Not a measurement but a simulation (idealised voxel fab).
process module | voxel transistor to metal
cross-section cut | 200 nm wide | cells 5 nm
A cross-section is a grid of square cells, given in bands from the top down. A band is one or more rows of cells.
Each band's line starts with the height of the band's top and of its bottom, in nm. Then come its materials from left to right, each with its width in nm. One material with "throughout" fills the band from edge to edge. "air" is empty space.
Height 0 is the level under which the wafer as received is all one material. The lowest band goes on downwards, as in "0 down".
A width such as "30 to 40" changes by the same amount from each row of cells to the next, from the band's top row to its bottom row.
"no change" after a step means that no cell of the cross-section changed.
closed voids: empty space of 8 cells or more with no open way to the top, each as width x height at its distance from the left edge, in nm
after a step's settings: what the simulator itself notes on the step
overlay nm, on a step with a mask: how far to the right of its planned place the mask lay; to the left if negative
plan
1 op RECEIVE | material Si
2 op OXIDIZE | depth nm 5
3 op CONFORMAL_DEP | material SiN | thk nm 15
4 op MASKED_ETCH | tone cover | mask id ACTIVE | width nm 105 | etch materials SiN | depth nm 15 | overlay nm 0
5 op MASKED_ETCH | tone cover | mask id ACTIVE | width nm 105 | etch materials SiO2 | depth nm 5 | overlay nm 0
6 op MASKED_ETCH | tone cover | mask id ACTIVE | width nm 105 | etch materials Si | depth nm 25 | overlay nm 0
7 op FILL_DEP | material SiO2 | thk nm 5
8 op CMP | height nm 15
9 op SELECTIVE_ETCH | etch materials SiO2 | depth nm 15
10 op STRIP | etch materials SiN
11 op SELECTIVE_ETCH | etch materials SiO2 | depth nm 5
12 op OXIDIZE | depth nm 5
13 op DIRECTIONAL_DEP | material polySi | thk nm 20
14 op DIRECTIONAL_DEP | material SiCN | thk nm 15
15 op PATTERN | tone cover | mask id GATE | material resist | width nm 25 | thk nm 15 | overlay nm 0
16 op DIRECTIONAL_ETCH | etch materials SiCN | depth nm 25
17 op DIRECTIONAL_ETCH | etch materials polySi | depth nm 30
18 op STRIP | etch materials resist
19 op CONFORMAL_DEP | material SiN | thk nm 10
20 op DIRECTIONAL_ETCH | etch materials SiN | depth nm 10
21 op DIRECTIONAL_ETCH | etch materials SiO2 | depth nm 5
22 op DIRECTIONAL_ETCH | etch materials Si | depth nm 5
23 op EPI | material pSi | thk nm 5
24 op FILL_DEP | material SiO2 | thk nm 5
25 op CMP | height nm 15
26 op STRIP | etch materials polySi
27 op SELECTIVE_ETCH | etch materials SiO2 | depth nm 5
28 op CONFORMAL_DEP | material HfO2 | thk nm 5
29 op CONFORMAL_DEP | material TiN | thk nm 5
30 op FILL_DEP | material W | thk nm 10
31 op CMP | height nm 10
32 op DIRECTIONAL_DEP | material SiO2 | thk nm 15
33 op MASKED_ETCH | tone open | mask id CONTACT | width nm 15 | pitch nm 80 | etch materials SiO2 | depth nm 35 | overlay nm 0
34 op CONFORMAL_DEP | material TiN | thk nm 5
35 op FILL_DEP | material W | thk nm 10
36 op CMP | height nm 25
37 op CONFORMAL_DEP | material SiN | thk nm 5
38 op DIRECTIONAL_DEP | material lowk | thk nm 25
39 op DIRECTIONAL_DEP | material aC | thk nm 10
40 op PATTERN | tone open | mask id METAL_1 | material resist | width nm 15 | pitch nm 80 | thk nm 30 | overlay nm 0
41 op DIRECTIONAL_ETCH | etch materials aC | depth nm 10
42 op STRIP | etch materials resist
43 op DIRECTIONAL_ETCH | etch materials lowk | depth nm 25
44 op DIRECTIONAL_ETCH | etch materials SiN | depth nm 5
45 op STRIP | etch materials aC
46 op CONFORMAL_DEP | material TiN | thk nm 5
47 op FILL_DEP | material Ru | thk nm 5
48 op CMP | height nm 55
49 op CONFORMAL_DEP | material SiN | thk nm 5
first wafer, as planned
as received, after step 1
  0 down: Si throughout
  closed voids: none
after step 2
  0 to -5: SiO2 throughout
  below -5: unchanged
after step 3
  15 to 0: SiN throughout
  below 0: unchanged
after step 4
  15 to 0: air 45 | SiN 105 | air 50
  below 0: unchanged
after step 5
  15 to 0: air 45 | SiN 105 | air 50
  0 to -5: air 45 | SiO2 105 | air 50
  below -5: unchanged
after step 6
  15 to 0: air 45 | SiN 105 | air 50
  0 to -5: air 45 | SiO2 105 | air 50
  -5 to -30: air 45 | Si 105 | air 50
  below -30: unchanged
after step 7
  20 to 15: SiO2 throughout
  15 to 0: SiO2 45 | SiN 105 | SiO2 50
  0 to -5: SiO2 throughout
  -5 to -30: SiO2 45 | Si 105 | SiO2 50
  below -30: unchanged
after step 8
  15 to 0: SiO2 45 | SiN 105 | SiO2 50
  below 0: unchanged
after step 9
  15 to 0: air 45 | SiN 105 | air 50
  below 0: unchanged
after step 10
  0 to -5: SiO2 throughout
  below -5: unchanged
after step 11
  -5 to -30: SiO2 45 | Si 105 | SiO2 50
  below -30: unchanged
after step 12
  -5 to -10: SiO2 throughout
  below -10: unchanged
after step 13
  15 to -5: polySi throughout
  below -5: unchanged
after step 14
  30 to 15: SiCN throughout
  below 15: unchanged
after step 15
  45 to 30: air 85 | resist 25 | air 90
  below 30: unchanged
after step 16
  45 to 30: air 85 | resist 25 | air 90
  30 to 15: air 85 | SiCN 25 | air 90
  below 15: unchanged
after step 17
  45 to 30: air 85 | resist 25 | air 90
  30 to 15: air 85 | SiCN 25 | air 90
  15 to -5: air 85 | polySi 25 | air 90
  below -5: unchanged
after step 18
  30 to 15: air 85 | SiCN 25 | air 90
  below 15: unchanged
after step 19
  40 to 30: air 75 | SiN 45 | air 80
  30 to 15: air 75 | SiN 10 | SiCN 25 | SiN 10 | air 80
  15 to 5: air 75 | SiN 10 | polySi 25 | SiN 10 | air 80
  5 to -5: SiN 85 | polySi 25 | SiN 90
  below -5: unchanged
after step 20
  30 to 15: air 75 | SiN 10 | SiCN 25 | SiN 10 | air 80
  15 to -5: air 75 | SiN 10 | polySi 25 | SiN 10 | air 80
  below -5: unchanged
after step 21
  30 to 15: air 75 | SiN 10 | SiCN 25 | SiN 10 | air 80
  15 to -5: air 75 | SiN 10 | polySi 25 | SiN 10 | air 80
  -5 to -10: air 75 | SiO2 45 | air 80
  below -10: unchanged
after step 22
  30 to 15: air 75 | SiN 10 | SiCN 25 | SiN 10 | air 80
  15 to -5: air 75 | SiN 10 | polySi 25 | SiN 10 | air 80
  -5 to -10: air 75 | SiO2 45 | air 80
  -10 to -15: SiO2 45 | air 30 | Si 45 | air 30 | SiO2 50
  below -15: unchanged
after step 23
  30 to 15: air 75 | SiN 10 | SiCN 25 | SiN 10 | air 80
  15 to -5: air 75 | SiN 10 | polySi 25 | SiN 10 | air 80
  -5 to -10: air 70 | pSi 5 | SiO2 45 | pSi 5 | air 75
  -10 to -15: SiO2 45 | pSi 30 | Si 45 | pSi 30 | SiO2 50
  below -15: unchanged
after step 24
  35 to 30: SiO2 throughout
  30 to 15: SiO2 75 | SiN 10 | SiCN 25 | SiN 10 | SiO2 80
  15 to -5: SiO2 75 | SiN 10 | polySi 25 | SiN 10 | SiO2 80
  -5 to -10: SiO2 70 | pSi 5 | SiO2 45 | pSi 5 | SiO2 75
  below -10: unchanged
after step 25
  15 to -5: SiO2 75 | SiN 10 | polySi 25 | SiN 10 | SiO2 80
  below -5: unchanged
after step 26
  15 to -5: SiO2 75 | SiN 10 | air 25 | SiN 10 | SiO2 80
  below -5: unchanged
after step 27
  15 to 10: air 75 | SiN 10 | air 25 | SiN 10 | air 80
  10 to -5: SiO2 75 | SiN 10 | air 25 | SiN 10 | SiO2 80
  -5 to -10: SiO2 70 | pSi 5 | SiO2 5 | air 35 | SiO2 5 | pSi 5 | SiO2 75
  below -10: unchanged
after step 28
  20 to 15: air 70 | HfO2 20 | air 15 | HfO2 20 | air 75
  15 to 10: HfO2 75 | SiN 10 | HfO2 5 | air 15 | HfO2 5 | SiN 10 | HfO2 80
  10 to -5: SiO2 75 | SiN 10 | HfO2 5 | air 15 | HfO2 5 | SiN 10 | SiO2 80
  -5 to -10: SiO2 70 | pSi 5 | SiO2 5 | HfO2 35 | SiO2 5 | pSi 5 | SiO2 75
  below -10: unchanged
after step 29
  25 to 20: air 65 | TiN 30 | air 5 | TiN 30 | air 70
  20 to 15: TiN 70 | HfO2 20 | TiN 5 | air 5 | TiN 5 | HfO2 20 | TiN 75
  15 to 10: HfO2 75 | SiN 10 | HfO2 5 | TiN 5 | air 5 | TiN 5 | HfO2 5 | SiN 10 | HfO2 80
  10 to 0: SiO2 75 | SiN 10 | HfO2 5 | TiN 5 | air 5 | TiN 5 | HfO2 5 | SiN 10 | SiO2 80
  0 to -5: SiO2 75 | SiN 10 | HfO2 5 | TiN 15 | HfO2 5 | SiN 10 | SiO2 80
  below -5: unchanged
after step 30
  35 to 25: W throughout
  25 to 20: W 65 | TiN 30 | W 5 | TiN 30 | W 70
  20 to 15: TiN 70 | HfO2 20 | TiN 5 | W 5 | TiN 5 | HfO2 20 | TiN 75
  15 to 10: HfO2 75 | SiN 10 | HfO2 5 | TiN 5 | W 5 | TiN 5 | HfO2 5 | SiN 10 | HfO2 80
  10 to 0: SiO2 75 | SiN 10 | HfO2 5 | TiN 5 | W 5 | TiN 5 | HfO2 5 | SiN 10 | SiO2 80
  below 0: unchanged
after step 31
  10 to 0: SiO2 75 | SiN 10 | HfO2 5 | TiN 5 | W 5 | TiN 5 | HfO2 5 | SiN 10 | SiO2 80
  below 0: unchanged
after step 32
  25 to 10: SiO2 throughout
  below 10: unchanged
after step 33
  25 to 10: SiO2 50 | air 15 | SiO2 65 | air 15 | SiO2 55
  10 to 0: SiO2 50 | air 15 | SiO2 10 | SiN 10 | HfO2 5 | TiN 5 | W 5 | TiN 5 | HfO2 5 | SiN 10 | SiO2 10 | air 15 | SiO2 55
  0 to -5: SiO2 50 | air 15 | SiO2 10 | SiN 10 | HfO2 5 | TiN 15 | HfO2 5 | SiN 10 | SiO2 10 | air 15 | SiO2 55
  -5 to -10: SiO2 50 | air 15 | SiO2 5 | pSi 5 | SiO2 5 | HfO2 35 | SiO2 5 | pSi 5 | SiO2 5 | air 15 | SiO2 55
  below -10: unchanged
after step 34
  30 to 25: TiN 55 | air 5 | TiN 75 | air 5 | TiN 60
  25 to 10: SiO2 50 | TiN 5 | air 5 | TiN 5 | SiO2 65 | TiN 5 | air 5 | TiN 5 | SiO2 55
  10 to 0: SiO2 50 | TiN 5 | air 5 | TiN 5 | SiO2 10 | SiN 10 | HfO2 5 | TiN 5 | W 5 | TiN 5 | HfO2 5 | SiN 10 | SiO2 10 | TiN 5 | air 5 | TiN 5 | SiO2 55
  0 to -5: SiO2 50 | TiN 5 | air 5 | TiN 5 | SiO2 10 | SiN 10 | HfO2 5 | TiN 15 | HfO2 5 | SiN 10 | SiO2 10 | TiN 5 | air 5 | TiN 5 | SiO2 55
  -5 to -10: SiO2 50 | TiN 15 | SiO2 5 | pSi 5 | SiO2 5 | HfO2 35 | SiO2 5 | pSi 5 | SiO2 5 | TiN 15 | SiO2 55
  below -10: unchanged
after step 35
  40 to 30: W throughout
  30 to 25: TiN 55 | W 5 | TiN 75 | W 5 | TiN 60
  25 to 10: SiO2 50 | TiN 5 | W 5 | TiN 5 | SiO2 65 | TiN 5 | W 5 | TiN 5 | SiO2 55
  10 to 0: SiO2 50 | TiN 5 | W 5 | TiN 5 | SiO2 10 | SiN 10 | HfO2 5 | TiN 5 | W 5 | TiN 5 | HfO2 5 | SiN 10 | SiO2 10 | TiN 5 | W 5 | TiN 5 | SiO2 55
  0 to -5: SiO2 50 | TiN 5 | W 5 | TiN 5 | SiO2 10 | SiN 10 | HfO2 5 | TiN 15 | HfO2 5 | SiN 10 | SiO2 10 | TiN 5 | W 5 | TiN 5 | SiO2 55
  below -5: unchanged
after step 36
  25 to 10: SiO2 50 | TiN 5 | W 5 | TiN 5 | SiO2 65 | TiN 5 | W 5 | TiN 5 | SiO2 55
  below 10: unchanged
after step 37
  30 to 25: SiN throughout
  below 25: unchanged
after step 38
  55 to 30: lowk throughout
  below 30: unchanged
after step 39
  65 to 55: aC throughout
  below 55: unchanged
after step 40
  95 to 65: resist 50 | air 15 | resist 65 | air 15 | resist 55
  below 65: unchanged
after step 41
  85 to 65: resist 50 | air 15 | resist 65 | air 15 | resist 55
  65 to 55: aC 50 | air 15 | aC 65 | air 15 | aC 55
  below 55: unchanged
after step 42
  65 to 55: aC 50 | air 15 | aC 65 | air 15 | aC 55
  below 55: unchanged
after step 43
  65 to 55: aC 50 | air 15 | aC 65 | air 15 | aC 55
  55 to 30: lowk 50 | air 15 | lowk 65 | air 15 | lowk 55
  below 30: unchanged
after step 44
  65 to 55: aC 50 | air 15 | aC 65 | air 15 | aC 55
  55 to 30: lowk 50 | air 15 | lowk 65 | air 15 | lowk 55
  30 to 25: SiN 50 | air 15 | SiN 65 | air 15 | SiN 55
  below 25: unchanged
after step 45
  55 to 30: lowk 50 | air 15 | lowk 65 | air 15 | lowk 55
  below 30: unchanged
after step 46
  60 to 55: TiN 55 | air 5 | TiN 75 | air 5 | TiN 60
  55 to 30: lowk 50 | TiN 5 | air 5 | TiN 5 | lowk 65 | TiN 5 | air 5 | TiN 5 | lowk 55
  30 to 25: SiN 50 | TiN 15 | SiN 65 | TiN 15 | SiN 55
  below 25: unchanged
after step 47
  65 to 60: Ru throughout
  60 to 55: TiN 55 | Ru 5 | TiN 75 | Ru 5 | TiN 60
  55 to 30: lowk 50 | TiN 5 | Ru 5 | TiN 5 | lowk 65 | TiN 5 | Ru 5 | TiN 5 | lowk 55
  below 30: unchanged
after step 48
  55 to 30: lowk 50 | TiN 5 | Ru 5 | TiN 5 | lowk 65 | TiN 5 | Ru 5 | TiN 5 | lowk 55
  below 30: unchanged
after step 49
  60 to 55: SiN throughout
  below 55: unchanged
second wafer: like start, like plan, one mistake. Through step 39 it matches the first wafer
when step 40 should have ended
  95 to 65: resist 40 | air 15 | resist 65 | air 15 | resist 65
  below 65: unchanged
when step 41 should have ended
  85 to 65: resist 40 | air 15 | resist 65 | air 15 | resist 65
  65 to 55: aC 40 | air 15 | aC 65 | air 15 | aC 65
  below 55: unchanged
when step 42 should have ended
  65 to 55: aC 40 | air 15 | aC 65 | air 15 | aC 65
  below 55: unchanged
when step 43 should have ended
  65 to 55: aC 40 | air 15 | aC 65 | air 15 | aC 65
  55 to 30: lowk 40 | air 15 | lowk 65 | air 15 | lowk 65
  below 30: unchanged
when step 44 should have ended
  65 to 55: aC 40 | air 15 | aC 65 | air 15 | aC 65
  55 to 30: lowk 40 | air 15 | lowk 65 | air 15 | lowk 65
  30 to 25: SiN 40 | air 15 | SiN 65 | air 15 | SiN 65
  below 25: unchanged
when step 45 should have ended
  55 to 30: lowk 40 | air 15 | lowk 65 | air 15 | lowk 65
  below 30: unchanged
when step 46 should have ended
  60 to 55: TiN 45 | air 5 | TiN 75 | air 5 | TiN 70
  55 to 30: lowk 40 | TiN 5 | air 5 | TiN 5 | lowk 65 | TiN 5 | air 5 | TiN 5 | lowk 65
  30 to 25: SiN 40 | TiN 15 | SiN 65 | TiN 15 | SiN 65
  below 25: unchanged
when step 47 should have ended
  65 to 60: Ru throughout
  60 to 55: TiN 45 | Ru 5 | TiN 75 | Ru 5 | TiN 70
  55 to 30: lowk 40 | TiN 5 | Ru 5 | TiN 5 | lowk 65 | TiN 5 | Ru 5 | TiN 5 | lowk 65
  below 30: unchanged
when step 48 should have ended
  55 to 30: lowk 40 | TiN 5 | Ru 5 | TiN 5 | lowk 65 | TiN 5 | Ru 5 | TiN 5 | lowk 65
  below 30: unchanged
when step 49 should have ended
  60 to 55: SiN throughout
  below 55: unchanged
what went wrong: step 40 ran as: op PATTERN | tone open | mask id METAL_1 | material resist | width nm 15 | pitch nm 80 | thk nm 30 | overlay nm -10
at the end the second wafer has, in cells: as many of each material as the first, in other places
